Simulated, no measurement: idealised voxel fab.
The document below concerns the process module designated voxel released beams.
Shown is cross-section cut, with a width of 190 nm and square cells of size 5 nm.
Think of the cross-section as a grid of square cells. We describe it in bands, top to bottom, and each band covers one or more rows of those cells. Read a band's entry like this: the first values are the height of its top and the height of its bottom in nm, and what follows is the sequence of materials from left to right, each with its width in nm. Note that "blank" is empty space, and that a single material marked "throughout" reaches across the band from edge to edge. Height is counted from the level 0, under which the received wafer is composed throughout of one material. The lowest of the bands is not closed at the bottom but continues downward, in the notation "0..down". Top row gets the first number, bottom row gets the second, and each row in between changes by the same step: that is how a band width like "30->40" works. The designation "nothing got changed", where it is given for a processing step, indicates that no cell of the cross-section was altered in the course of that step. Look at "Closed void table" for the closed voids: empty spaces with no open path to the top, sized 8 cells or up. Each is width x height at distance, distance from the left edge, all nm. Read whatever lies past the settings on a step's line as the simulator's own remark about the step. Regarding "overlay nm": on a step with a mask, it is the distance the mask lay to the right of its planned place; a negative value places it to the left.

Intended process steps
1. RECEIVE, material Si
2. CONFORMAL_DEP, material SiN, thk nm 5
3. DIRECTIONAL_DEP, material SiO2, thk nm 20
4. PATTERN, tone open, mask id ANCHOR, material resist, width nm 45, thk nm 15, overlay nm 0
5. DIRECTIONAL_ETCH, etch materials SiO2, depth nm 20
6. STRIP, etch materials resist
7. CONFORMAL_DEP, material TiN, thk nm 15
8. PATTERN, tone cover, mask id BEAM, material resist, width nm 130, thk nm 15, overlay nm 0
9. DIRECTIONAL_ETCH, etch materials TiN, depth nm 15
10. STRIP, etch materials resist
11. STRIP, etch materials SiO2

First of two wafers: run as planned

Cross-section: wafer on arrival = after step 1
> 0..down: Si throughout
> Closed void table: none

Wafer after step 2 (cross-section)
> 5..0: SiN throughout
> Everything below 0 is unchanged.

Wafer after step 3 (cross-section)
> 25..5: SiO2 throughout
> Everything below 5 is unchanged.

Wafer after step 4 (cross-section)
> 40..25: 30 resist, 45 blank, 115 resist
> Everything below 25 is unchanged.

Wafer after step 5 (cross-section)
> 40..25: 30 resist, 45 blank, 115 resist
> 25..5: 30 SiO2, 45 blank, 115 SiO2
> Everything below 5 is unchanged.

Wafer after step 6 (cross-section)
> 25..5: 30 SiO2, 45 blank, 115 SiO2
> Everything below 5 is unchanged.

Wafer after step 7 (cross-section)
> 40..25: 45 TiN, 15 blank, 130 TiN
> 25..20: 30 SiO2, 15 TiN, 15 blank, 15 TiN, 115 SiO2
> 20..5: 30 SiO2, 45 TiN, 115 SiO2
> Everything below 5 is unchanged.

Wafer after step 8 (cross-section)
> 55..40: 25 blank, 130 resist, 35 blank
> 40..25: 45 TiN, 15 resist, 130 TiN
> 25..20: 30 SiO2, 15 TiN, 15 resist, 15 TiN, 115 SiO2
> Everything below 20 is unchanged.

Wafer after step 9 (cross-section)
> 55..40: 25 blank, 130 resist, 35 blank
> 40..25: 25 blank, 20 TiN, 15 resist, 95 TiN, 35 blank
> Everything below 25 is unchanged.

Wafer after step 10 (cross-section)
> 40..25: 25 blank, 20 TiN, 15 blank, 95 TiN, 35 blank
> 25..20: 30 SiO2, 15 TiN, 15 blank, 15 TiN, 115 SiO2
> Everything below 20 is unchanged.

Wafer after step 11 (cross-section)
> 40..25: 25 blank, 20 TiN, 15 blank, 95 TiN, 35 blank
> 25..20: 30 blank, 15 TiN, 15 blank, 15 TiN, 115 blank
> 20..5: 30 blank, 45 TiN, 115 blank
> Everything below 5 is unchanged.

The Second Wafer: Common Origin and Plan, One Mistake in Execution, Identical to the First Through Step 3

Second wafer, cut view, end of step 4 per plan
> 40..25: 30 resist, 50 blank, 110 resist
> Everything below 25 is unchanged.

Second wafer, cut view, end of step 5 per plan
> 40..25: 30 resist, 50 blank, 110 resist
> 25..5: 30 SiO2, 50 blank, 110 SiO2
> Everything below 5 is unchanged.

Second wafer, cut view, end of step 6 per plan
> 25..5: 30 SiO2, 50 blank, 110 SiO2
> Everything below 5 is unchanged.

Second wafer, cut view, end of step 7 per plan
> 40..25: 45 TiN, 20 blank, 125 TiN
> 25..20: 30 SiO2, 15 TiN, 20 blank, 15 TiN, 110 SiO2
> 20..5: 30 SiO2, 50 TiN, 110 SiO2
> Everything below 5 is unchanged.

Second wafer, cut view, end of step 8 per plan
> 55..40: 25 blank, 130 resist, 35 blank
> 40..25: 45 TiN, 20 resist, 125 TiN
> 25..20: 30 SiO2, 15 TiN, 20 resist, 15 TiN, 110 SiO2
> Everything below 20 is unchanged.

Second wafer, cut view, end of step 9 per plan
> 55..40: 25 blank, 130 resist, 35 blank
> 40..25: 25 blank, 20 TiN, 20 resist, 90 TiN, 35 blank
> Everything below 25 is unchanged.

Second wafer, cut view, end of step 10 per plan
> 40..25: 25 blank, 20 TiN, 20 blank, 90 TiN, 35 blank
> 25..20: 30 SiO2, 15 TiN, 20 blank, 15 TiN, 110 SiO2
> Everything below 20 is unchanged.

Second wafer, cut view, end of step 11 per plan
> 40..25: 25 blank, 20 TiN, 20 blank, 90 TiN, 35 blank
> 25..20: 30 blank, 15 TiN, 20 blank, 15 TiN, 110 blank
> 20..5: 30 blank, 50 TiN, 110 blank
> Everything below 5 is unchanged.
Processing error: heads up, step 4 didn't go per plan, it actually ran as PATTERN, tone open, mask id ANCHOR, material resist, width nm 50, thk nm 15, overlay nm 0
The two final wafers agree on how many cells each material fills and disagree on which cells those are.
